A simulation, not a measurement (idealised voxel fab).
voxel gate over fins: a process module
Section cut is 290 nm wide and gridded with 5 nm square cells.
Cross-section spec: square-cell grid; bands listed top down; each band is one or more rows.
For a band, the entry starts with two heights in nm, that of the top and then that of the bottom, and carries on with the band's materials in order from left to right, each alongside its width in nm; the word "everywhere" beside a single material means it fills the band edge to edge, and "air" means empty space.
Note: height 0 marks the level under which the wafer is uniformly one material as received. Lowest band unbounded below, written "top 0, no bottom".
So if you see something like "30->40" for the width, read it as the top row of the band sitting at the first number and the bottom row at the second, with every row in between moving by the same amount as the last.
No cell of the cross-section changed in a step that is given as "nothing changed".
"Sealed cavities" specifies each empty space that is not open to the top and that occupies no fewer than 8 cells, using the form width x height at distance, the distance measured from the left edge and all three quantities in nm.
On each step's line, the part that comes after the settings is the simulator's own comment on the step.
A step's line can hold "overlay nm"; with a mask on that step, the setting says how far right of the planned place the mask lay, while a negative setting says it lay to the left.
Intended process steps
step 1: RECEIVE [material Si]
step 2: CONFORMAL_DEP [material SiN] [thk nm 10]
step 3: PATTERN [tone cover] [mask id FINS] [material resist] [width nm 15] [pitch nm 35] [thk nm 20] [overlay nm -15]
step 4: DIRECTIONAL_ETCH [etch materials SiN] [depth nm 10]
step 5: DIRECTIONAL_ETCH [etch materials Si] [depth nm 35]
step 6: STRIP [etch materials resist]
step 7: OXIDIZE [depth nm 5]
step 8: FILL_DEP [material SiO2] [thk nm 10]
step 9: CMP [height nm 10]
step 10: SELECTIVE_ETCH [etch materials SiO2] [depth nm 25]
step 11: STRIP [etch materials SiN]
step 12: CONFORMAL_DEP [material HfO2] [thk nm 5]
step 13: CONFORMAL_DEP [material TiN] [thk nm 5]
step 14: FILL_DEP [material W] [thk nm 10]
step 15: CMP [height nm 15]
step 16: CONFORMAL_DEP [material SiCN] [thk nm 10]
What sets these wafers apart? The overlay nm at step 3. They all start alike, and the plan carries the first wafer's value.
Cross-section of the first of several wafers as received (after step 1)
top 0, no bottom | Si everywhere
Sealed cavities: none
Here is the cross-section of the first of several wafers at the end of the module, after its last step, step 16
top 25, bottom 15 | SiCN everywhere
top 15, bottom 10 | W everywhere
top 10, bottom 5 | W 100 / TiN 25 / W 10 / TiN 25 / W 130
top 5, bottom 0 | W 100 / TiN 5 / HfO2 15 / TiN 5 / W 10 / TiN 5 / HfO2 15 / TiN 5 / W 130
top 0, bottom -5 | W 100 / TiN 5 / HfO2 5 / Si 5 / HfO2 5 / TiN 5 / W 10 / TiN 5 / HfO2 5 / Si 5 / HfO2 5 / TiN 5 / W 130
top -5, bottom -10 | TiN 105 / HfO2 5 / Si 5 / HfO2 5 / TiN 20 / HfO2 5 / Si 5 / HfO2 5 / TiN 135
top -10, bottom -15 | HfO2 110 / Si 5 / HfO2 30 / Si 5 / HfO2 140
top -15, bottom -40 | SiO2 110 / Si 5 / SiO2 30 / Si 5 / SiO2 140
top -40, no bottom | Si everywhere
Sealed cavities: none
Final wafer cross-section at module end
top 25, bottom 15 | SiCN everywhere
top 15, bottom 10 | W everywhere
top 10, bottom 5 | W 130 / TiN 25 / W 10 / TiN 25 / W 100
top 5, bottom 0 | W 130 / TiN 5 / HfO2 15 / TiN 5 / W 10 / TiN 5 / HfO2 15 / TiN 5 / W 100
top 0, bottom -5 | W 130 / TiN 5 / HfO2 5 / Si 5 / HfO2 5 / TiN 5 / W 10 / TiN 5 / HfO2 5 / Si 5 / HfO2 5 / TiN 5 / W 100
top -5, bottom -10 | TiN 135 / HfO2 5 / Si 5 / HfO2 5 / TiN 20 / HfO2 5 / Si 5 / HfO2 5 / TiN 105
top -10, bottom -15 | HfO2 140 / Si 5 / HfO2 30 / Si 5 / HfO2 110
top -15, bottom -40 | SiO2 140 / Si 5 / SiO2 30 / Si 5 / SiO2 110
top -40, no bottom | Si everywhere
Sealed cavities: none
Gained (+) or lost (-) cells of each material since receipt, then closed voids: one row per wafer, at the end of the module
overlay nm -15; +70 HfO2; -448 Si; +116 SiCN; +280 SiO2; +70 TiN; +202 W; Sealed cavities: none
overlay nm -10; +70 HfO2; -448 Si; +116 SiCN; +280 SiO2; +70 TiN; +202 W; Sealed cavities: none
overlay nm -5; +70 HfO2; -448 Si; +116 SiCN; +280 SiO2; +70 TiN; +202 W; Sealed cavities: none
overlay nm 0; +70 HfO2; -448 Si; +116 SiCN; +280 SiO2; +70 TiN; +202 W; Sealed cavities: none
overlay nm 5; +70 HfO2; -448 Si; +116 SiCN; +280 SiO2; +70 TiN; +202 W; Sealed cavities: none
overlay nm 10; +70 HfO2; -448 Si; +116 SiCN; +280 SiO2; +70 TiN; +202 W; Sealed cavities: none
overlay nm 15; +70 HfO2; -448 Si; +116 SiCN; +280 SiO2; +70 TiN; +202 W; Sealed cavities: none
